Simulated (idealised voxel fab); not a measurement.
Name of the process module below: voxel self aligned contacts
Section shown: cut. Width: 235 nm. Cell size: 5 nm, square.
Cross-section spec: square-cell grid; bands listed top down; each band is one or more rows.
It is stipulated that each band's entry specify, in nanometres, the height of the top of the band and then that of its bottom, followed by the materials of the band in left-to-right sequence, each together with its width in nanometres. A single material marked by the word "edge to edge" is understood to fill the band from edge to edge; the word "empty" is understood to denote empty space.
Heights are reckoned from 0. Under this level, the received wafer is all of one material. The bottommost band is open-ended downward, for example "top 0, no bottom".
When a width is written as two numbers, as in "30..40", the first number is the width in the top row of cells of the band and the second is the width in its bottom row, and the width changes by the same amount from each row to the next.
No cell of the cross-section changed in a step that is given as "no change occurred".
In "Sealed void inventory" the enclosed voids are listed, meaning empty spaces of 8 cells or larger without any opening to the top. The form is width x height at distance, distance from the left edge, units nm.
Text after the settings on a step's line: the simulator's own remark on that step.
"overlay nm", when on a step's line for a step with a mask, measures how far to the right of its planned place the mask lay; a negative measure means to the left.
### So here's the lineup of process steps we planned
step 1: RECEIVE [material Si]
step 2: CONFORMAL_DEP [material SiO2] [thk nm 5]
step 3: DIRECTIONAL_DEP [material polySi] [thk nm 25]
step 4: DIRECTIONAL_DEP [material SiN] [thk nm 20]
step 5: PATTERN [tone cover] [mask id GATE] [material resist] [width nm 25] [pitch nm 55] [thk nm 15] [overlay nm 0]
step 6: DIRECTIONAL_ETCH [etch materials SiN] [depth nm 20]
step 7: DIRECTIONAL_ETCH [etch materials polySi] [depth nm 25]
step 8: STRIP [etch materials resist]
step 9: CONFORMAL_DEP [material SiN] [thk nm 5]
step 10: DIRECTIONAL_ETCH [etch materials SiN] [depth nm 5]
step 11: FILL_DEP [material SiO2] [thk nm 15]
step 12: CMP [height nm 55]
step 13: PATTERN [tone open] [mask id CONTACT] [material resist] [width nm 30] [pitch nm 55] [thk nm 20] [overlay nm 0]
step 14: DIRECTIONAL_ETCH [etch materials SiO2] [depth nm 55]
step 15: STRIP [etch materials resist]
step 16: CONFORMAL_DEP [material TiN] [thk nm 5]
step 17: FILL_DEP [material W] [thk nm 10]
step 18: CMP [height nm 55]
step 19: CONFORMAL_DEP [material SiN] [thk nm 5]
Every wafer here starts from the same state; it is the step 13 width nm that distinguishes them, and the value the plan gives belongs to the first wafer.
### The first of several wafers as received, shown in cross-section; this is its state after step 1
  top 0, no bottom | Si edge to edge
  Sealed void inventory: none
### First of several wafers in cross-section at module end, following the final step, step 19
  top 60, bottom 55 | SiN edge to edge
  top 55, bottom 50 | SiO2=75; TiN=10; W=10; TiN=10; SiO2=25; TiN=10; W=10; TiN=10; SiO2=75
  top 50, bottom 30 | SiO2=45; SiN=35; TiN=5; W=10; TiN=5; SiN=35; TiN=5; W=10; TiN=5; SiN=35; SiO2=45
  top 30, bottom 5 | SiO2=45; SiN=5; polySi=25; SiN=5; TiN=5; W=10; TiN=5; SiN=5; polySi=25; SiN=5; TiN=5; W=10; TiN=5; SiN=5; polySi=25; SiN=5; SiO2=45
  top 5, bottom 0 | SiO2=80; TiN=20; SiO2=35; TiN=20; SiO2=80
  top 0, no bottom | Si edge to edge
  Sealed void inventory: none
### Final wafer of several, shown in cross-section at the end of the module
  top 60, bottom 55 | SiN edge to edge
  top 55, bottom 50 | SiO2=70; TiN=15; W=10; TiN=15; SiO2=15; TiN=15; W=10; TiN=15; SiO2=70
  top 50, bottom 30 | SiO2=45; SiN=35; TiN=5; W=10; TiN=5; SiN=35; TiN=5; W=10; TiN=5; SiN=35; SiO2=45
  top 30, bottom 5 | SiO2=45; SiN=5; polySi=25; SiN=5; TiN=5; W=10; TiN=5; SiN=5; polySi=25; SiN=5; TiN=5; W=10; TiN=5; SiN=5; polySi=25; SiN=5; SiO2=45
  top 5, bottom 0 | SiO2=80; TiN=20; SiO2=35; TiN=20; SiO2=80
  top 0, no bottom | Si edge to edge
  Sealed void inventory: none
### The following table contains a row per wafer, in which are reported, at the conclusion of the module, the cells of each material gained (+) or lost (-) since the wafer's receipt, with its closed voids given thereafter
width nm 30 | +161 SiN | +236 SiO2 | +52 TiN | +40 W | +75 polySi | Sealed void inventory: none
width nm 35 | +161 SiN | +234 SiO2 | +54 TiN | +40 W | +75 polySi | Sealed void inventory: none
width nm 40 | +161 SiN | +232 SiO2 | +56 TiN | +40 W | +75 polySi | Sealed void inventory: none
